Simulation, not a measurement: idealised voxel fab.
Process module, titled voxel lift off
300 nm wide, 5 nm square cells: that's cross-section cut.
Cross-section format: a grid of square cells, given as bands from top to bottom; each band is one or more rows of cells. Top, bottom (nm), then materials left to right with widths (nm); lone material tagged "all across" fills the whole band edge to edge; "empty" = empty space. We count height from 0. Below that, the starting wafer is all one material. The lowest band never ends at the bottom but goes on down; see "from 0 down" for how that is written. A width such as "30..40" changes by the same amount from each row of cells to the next, from the band's top row to its bottom row. "everything unchanged" after a step means that no cell of the cross-section changed. "Closed void catalog" specifies each empty space that is not open to the top and that occupies no fewer than 8 cells, using the form width x height at distance, the distance measured from the left edge and all three quantities in nm. That trailing text on a step's line, after the settings, is the simulator's own remark on the step. Regarding "overlay nm": on a step with a mask, it is the distance the mask lay to the right of its planned place; a negative value places it to the left.

Process steps foreseen in the plan:
1) RECEIVE (material Si)
2) CONFORMAL_DEP (material SiN; thk nm 15)
3) PATTERN (tone open; mask id LINES; material resist; width nm 15; pitch nm 30; thk nm 30; overlay nm 0)
4) DIRECTIONAL_DEP (material Ru; thk nm 15)
5) STRIP (etch materials resist)
6) CONFORMAL_DEP (material SiCN; thk nm 5)
Where the wafers of this document differ is in the thk nm of step 6; they start out the same, and the plan states the value that applied to the first wafer.

As-received state after step 1, first of several wafers, cross-section:
    from 0 down = Si all across
    Closed void catalog: none

The table below has one row for each wafer; a row shows, as of the end of the module, how many cells of each material the wafer has gained, marked (+), or lost, marked (-), since it was received, and then the wafer's closed voids:
thk nm 5 | +18 Ru | +72 SiCN | +180 SiN | Closed void catalog: none
thk nm 10 | +18 Ru | +141 SiCN | +180 SiN | Closed void catalog: none
thk nm 15 | +18 Ru | +207 SiCN | +180 SiN | Closed void catalog: none
thk nm 20 | +18 Ru | +273 SiCN | +180 SiN | Closed void catalog: none
